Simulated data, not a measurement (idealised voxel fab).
process module | voxel released beams
cross-section cut | 250 nm wide | cells 5 nm
A cross-section is a grid of square cells, given in bands from the top down. A band is one or more rows of cells.
Each band's line starts with the height of the band's top and of its bottom, in nm. Then come its materials from left to right, each with its width in nm. One material with "throughout" fills the band from edge to edge. "air" is empty space.
Height 0 is the level under which the wafer as received is all one material. The lowest band goes on downwards, as in "0 down".
A width such as "30 to 40" changes by the same amount from each row of cells to the next, from the band's top row to its bottom row.
"no change" after a step means that no cell of the cross-section changed.
closed voids: empty space of 8 cells or more with no open way to the top, each as width x height at its distance from the left edge, in nm
after a step's settings: what the simulator itself notes on the step
overlay nm, on a step with a mask: how far to the right of its planned place the mask lay; to the left if negative
plan
1 op RECEIVE | material Si
2 op CONFORMAL_DEP | material Al2O3 | thk nm 10
3 op DIRECTIONAL_DEP | material SiO2 | thk nm 15
4 op DIRECTIONAL_DEP | material aC | thk nm 15
5 op PATTERN | tone open | mask id ANCHOR | material resist | width nm 35 | thk nm 35 | overlay nm 0
6 op DIRECTIONAL_ETCH | etch materials aC | depth nm 15
7 op STRIP | etch materials resist
8 op DIRECTIONAL_ETCH | etch materials SiO2 | depth nm 15
9 op STRIP | etch materials aC
10 op CONFORMAL_DEP | material W | thk nm 10
11 op DIRECTIONAL_DEP | material aC | thk nm 10
12 op PATTERN | tone cover | mask id BEAM | material resist | width nm 95 | thk nm 25 | overlay nm 0
13 op DIRECTIONAL_ETCH | etch materials aC | depth nm 10
14 op STRIP | etch materials resist
15 op DIRECTIONAL_ETCH | etch materials W | depth nm 10
16 op STRIP | etch materials aC
17 op STRIP | etch materials SiO2
as received, after step 1
  0 down: Si throughout
  closed voids: none
first wafer at the end, as planned
  35 to 25: air 75 | W 15 | air 15 | W 65 | air 80
  25 to 20: air 80 | W 10 | air 15 | W 10 | air 135
  20 to 10: air 80 | W 35 | air 135
  10 to 0: Al2O3 throughout
  0 down: Si throughout
  closed voids: none
second wafer at the end: like start, like plan, one mistake
  35 to 25: air 75 | W 10 | air 15 | W 70 | air 80
  25 to 20: air 75 | W 10 | air 15 | W 10 | air 140
  20 to 10: air 75 | W 35 | air 140
  10 to 0: Al2O3 throughout
  0 down: Si throughout
  closed voids: none
what went wrong: step 5 ran as: op PATTERN | tone open | mask id ANCHOR | material resist | width nm 35 | thk nm 35 | overlay nm -5
at the end the second wafer has, in cells: as many of each material as the first, in other places
